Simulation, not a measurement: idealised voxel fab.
The document below concerns the process module designated voxel capacitor over wiring.
Displayed cross-section: cut, width of 260 nm, square cells sized 5 nm.
We lay out every cross-section as a grid of square cells and spell it out in bands from the top down, where one band means one or more rows of cells.
Look at the band entry: it leads with the top's height and the bottom's height in nm. Then it lists the materials left to right, with a width in nm for each. The word "full width" on a single material says that material fills the band edge to edge. The word "air" is empty space.
Zero point of the height axis is 0; under it, received wafer = one material. Lowest band: continues down indefinitely, "0 down".
The notation "30->40" denotes a width that varies across the rows of cells in the band, beginning at the first number in the top row, finishing at the second number in the bottom row, and changing by an identical amount from each row to the next.
You'll sometimes find "same as before" written for a step, and that's the way of saying that nowhere in the cross-section did a cell change during that step.
If an empty space has no open way to the top and is at least 8 cells in size, "Cavities, sealed" lists it, written width x height at distance, where distance is measured from the left edge and every value is in nm.
On each step's line, the part that comes after the settings is the simulator's own comment on the step.
overlay nm: mask offset rightward from planned place, masked step; negative means leftward offset.
The following list gives the planned process steps:
| 1 | RECEIVE [material Si] |
| 2 | CONFORMAL_DEP [material SiO2] [thk nm 10] |
| 3 | DIRECTIONAL_DEP [material TiN] [thk nm 5] |
| 4 | DIRECTIONAL_DEP [material W] [thk nm 15] |
| 5 | MASKED_ETCH [tone cover] [mask id METAL_1] [width nm 30] [pitch nm 100] [etch materials W] [depth nm 15] [overlay nm 0] |
| 6 | MASKED_ETCH [tone cover] [mask id METAL_1] [width nm 30] [pitch nm 100] [etch materials TiN] [depth nm 5] [overlay nm 0] |
| 7 | CONFORMAL_DEP [material SiN] [thk nm 5] |
| 8 | FILL_DEP [material lowk] [thk nm 10] |
| 9 | CMP [height nm 30] |
| 10 | CONFORMAL_DEP [material SiCN] [thk nm 5] |
| 11 | DIRECTIONAL_DEP [material lowk] [thk nm 15] |
| 12 | MASKED_ETCH [tone open] [mask id PLUG_1] [width nm 15] [etch materials lowk] [depth nm 15] [overlay nm 0] |
| 13 | MASKED_ETCH [tone open] [mask id PLUG_1] [width nm 15] [etch materials SiCN] [depth nm 5] [overlay nm 0] |
| 14 | EPI [material Ru] [thk nm 10] |
| 15 | EPI [material Ru] [thk nm 10] |
| 16 | DIRECTIONAL_DEP [material TiN] [thk nm 5] |
| 17 | DIRECTIONAL_DEP [material HfO2] [thk nm 5] |
| 18 | DIRECTIONAL_DEP [material TiN] [thk nm 10] |
| 19 | DIRECTIONAL_DEP [material aC] [thk nm 15] |
| 20 | PATTERN [tone cover] [mask id UPPER_PLATE] [material resist] [width nm 75] [thk nm 35] [overlay nm 0] |
| 21 | DIRECTIONAL_ETCH [etch materials aC] [depth nm 15] |
| 22 | STRIP [etch materials resist] |
| 23 | DIRECTIONAL_ETCH [etch materials TiN] [depth nm 10] |
| 24 | DIRECTIONAL_ETCH [etch materials HfO2] [depth nm 5] |
| 25 | STRIP [etch materials aC] |
| 26 | DIRECTIONAL_DEP [material aC] [thk nm 15] |
| 27 | PATTERN [tone cover] [mask id LOWER_PLATE] [material resist] [width nm 85] [thk nm 30] [overlay nm 0] |
| 28 | DIRECTIONAL_ETCH [etch materials aC] [depth nm 15] |
| 29 | STRIP [etch materials resist] |
| 30 | DIRECTIONAL_ETCH [etch materials TiN] [depth nm 5] |
| 31 | STRIP [etch materials aC] |
| 32 | FILL_DEP [material SiO2] [thk nm 15] |
| 33 | CMP [height nm 80] |
| 34 | DIRECTIONAL_DEP [material aC] [thk nm 10] |
| 35 | PATTERN [tone open] [mask id PLUG_2] [material resist] [width nm 15] [thk nm 25] [overlay nm 0] |
| 36 | DIRECTIONAL_ETCH [etch materials aC] [depth nm 10] |
| 37 | STRIP [etch materials resist] |
| 38 | DIRECTIONAL_ETCH [etch materials SiO2] [depth nm 10] |
| 39 | STRIP [etch materials aC] |
| 40 | CONFORMAL_DEP [material TiN] [thk nm 5] |
| 41 | FILL_DEP [material Cu] [thk nm 5] |
| 42 | CMP [height nm 80] |
| 43 | CONFORMAL_DEP [material SiN] [thk nm 5] |
as received, after step 1:
0 down | Si full width
Cavities, sealed: none
Below is the wafer in cross-section after the module was completed. It began from the starting point shown above and followed the plan shown above, except that one mistake was made while running it:
85 to 80 | SiN full width
80 to 75 | SiO2 90; TiN 65; SiO2 105
75 to 70 | SiO2 90; TiN 5; HfO2 60; SiO2 105
70 to 65 | SiO2 75; TiN 5; SiO2 15; TiN 65; SiO2 100
65 to 55 | lowk 80; TiN 15; lowk 165
55 to 50 | lowk 80; HfO2 15; lowk 165
50 to 45 | SiCN 80; TiN 15; SiCN 165
45 to 35 | lowk full width
35 to 30 | lowk 60; SiN 40; lowk 60; SiN 40; lowk 60
30 to 15 | lowk 60; SiN 5; W 30; SiN 5; lowk 60; SiN 5; W 30; SiN 5; lowk 60
15 to 10 | SiN 65; TiN 30; SiN 70; TiN 30; SiN 65
10 to 0 | SiO2 full width
0 down | Si full width
Cavities, sealed: none
what went wrong: step 9 of the plan was omitted and not executed
